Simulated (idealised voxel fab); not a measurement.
voxel transistor to metal: a process module
290 nm wide, 5 nm square cells: that's cross-section cut.
We lay out every cross-section as a grid of square cells and spell it out in bands from the top down, where one band means one or more rows of cells. Read a band's entry like this: the first values are the height of its top and the height of its bottom in nm, and what follows is the sequence of materials from left to right, each with its width in nm. Note that "blank" is empty space, and that a single material marked "all across" reaches across the band from edge to edge. The level at which height equals 0 is the one under which the wafer, as it arrives, is entirely one material. No lower edge exists for the bottom band, which continues downward and is notated as in "z 0 and below". You'd read "30->40" like this: the band's top row of cells is as wide as the first number, its bottom row is as wide as the second, and going down, every row changes width by the same amount as the row before did. A step reported as "remained unchanged" is a step in which no cell of the cross-section changed. What "Tabulated closed voids" gives you is every empty space of 8 cells or more that is cut off from the top. Each appears as width x height at distance, with the distance taken from the left edge and width, height and distance all in nm. after a step's settings: what the simulator itself notes on the step. The line of a step may include "overlay nm". On a step with a mask, this value is how far to the right of its planned place the mask lay. A negative value means the mask lay to the left.
-- This section lists the process steps that were planned
1. RECEIVE, material Si
2. CONFORMAL_DEP, material SiO2, thk nm 5
3. CONFORMAL_DEP, material SiN, thk nm 10
4. MASKED_ETCH, tone cover, mask id ACTIVE, width nm 115, pitch nm 135, etch materials SiN, depth nm 10, overlay nm 0
5. MASKED_ETCH, tone cover, mask id ACTIVE, width nm 115, pitch nm 135, etch materials SiO2, depth nm 5, overlay nm 0
6. MASKED_ETCH, tone cover, mask id ACTIVE, width nm 115, pitch nm 135, etch materials Si, depth nm 30, overlay nm 0
7. FILL_DEP, material SiO2, thk nm 5
8. CMP, height nm 15
9. SELECTIVE_ETCH, etch materials SiO2, depth nm 5
10. STRIP, etch materials SiN
11. SELECTIVE_ETCH, etch materials SiO2, depth nm 5
12. OXIDIZE, depth nm 5
13. DIRECTIONAL_DEP, material polySi, thk nm 30
14. DIRECTIONAL_DEP, material SiCN, thk nm 10
15. PATTERN, tone cover, mask id GATE, material resist, width nm 35, pitch nm 135, thk nm 20, overlay nm 0
16. DIRECTIONAL_ETCH, etch materials SiCN, depth nm 20
17. DIRECTIONAL_ETCH, etch materials polySi, depth nm 40
18. STRIP, etch materials resist
19. CONFORMAL_DEP, material SiO2, thk nm 5
20. DIRECTIONAL_ETCH, etch materials SiO2, depth nm 5
21. CONFORMAL_DEP, material SiN, thk nm 10
22. DIRECTIONAL_ETCH, etch materials SiN, depth nm 10
23. DIRECTIONAL_ETCH, etch materials SiO2, depth nm 5
24. EPI, material SiGe, thk nm 5
25. FILL_DEP, material SiO2, thk nm 10
26. CMP, height nm 30
27. STRIP, etch materials polySi
28. SELECTIVE_ETCH, etch materials SiO2, depth nm 5
29. CONFORMAL_DEP, material HfO2, thk nm 5
30. CONFORMAL_DEP, material TiN, thk nm 5
31. FILL_DEP, material W, thk nm 10
32. CMP, height nm 25
33. DIRECTIONAL_DEP, material SiO2, thk nm 15
34. PATTERN, tone open, mask id CONTACT, material resist, width nm 15, thk nm 15, overlay nm 0
35. DIRECTIONAL_ETCH, etch materials SiO2, depth nm 40
36. STRIP, etch materials resist
37. CONFORMAL_DEP, material TiN, thk nm 5
38. FILL_DEP, material Ru, thk nm 5
39. CMP, height nm 40
40. DIRECTIONAL_DEP, material TiN, thk nm 5
41. DIRECTIONAL_DEP, material Ru, thk nm 15
42. MASKED_ETCH, tone cover, mask id METAL_1, width nm 15, etch materials Ru, depth nm 15, overlay nm 0
43. MASKED_ETCH, tone cover, mask id METAL_1, width nm 15, etch materials TiN, depth nm 5, overlay nm 0
44. FILL_DEP, material lowk, thk nm 10
45. CMP, height nm 60
46. CONFORMAL_DEP, material SiN, thk nm 5
-- The cross-section here shows the wafer as received, i.e. in its state after step 1
    z 0 and below  Si all across
    Tabulated closed voids: none
-- Cross-sectional result after module completion. Note: starting condition and plan are unchanged from above; one processing mistake was made
    z 65 to 60  SiN all across
    z 60 to 45  25 lowk; 15 Ru; 75 lowk; 15 Ru; 30 lowk; 15 Ru; 75 lowk; 15 Ru; 25 lowk
    z 45 to 40  25 lowk; 15 TiN; 75 lowk; 15 TiN; 30 lowk; 15 TiN; 75 lowk; 15 TiN; 25 lowk
    z 40 to 25  25 SiO2; 5 TiN; 5 Ru; 5 TiN; 75 SiO2; 5 TiN; 5 Ru; 5 TiN; 30 SiO2; 5 TiN; 5 Ru; 5 TiN; 75 SiO2; 5 TiN; 5 Ru; 5 TiN; 25 SiO2
    z 25 to 20  25 SiO2; 5 TiN; 5 Ru; 5 TiN; 5 SiO2; 10 SiN; 5 HfO2; 35 TiN; 5 HfO2; 10 SiN; 5 SiO2; 5 TiN; 5 Ru; 5 TiN; 30 SiO2; 5 TiN; 5 Ru; 5 TiN; 5 SiO2; 10 SiN; 5 HfO2; 35 TiN; 5 HfO2; 10 SiN; 5 SiO2; 5 TiN; 5 Ru; 5 TiN; 25 SiO2
    z 20 to 15  25 SiO2; 15 TiN; 5 SiO2; 10 SiN; 45 HfO2; 10 SiN; 5 SiO2; 15 TiN; 30 SiO2; 15 TiN; 5 SiO2; 10 SiN; 45 HfO2; 10 SiN; 5 SiO2; 15 TiN; 25 SiO2
    z 15 to 5  SiCN all across
    z 5 to 0  SiO2 all across
    z 0 and below  Si all across
    Tabulated closed voids: none
what went wrong: step 3 was processed under conditions differing from the plan, specifically as CONFORMAL_DEP, material SiCN, thk nm 10
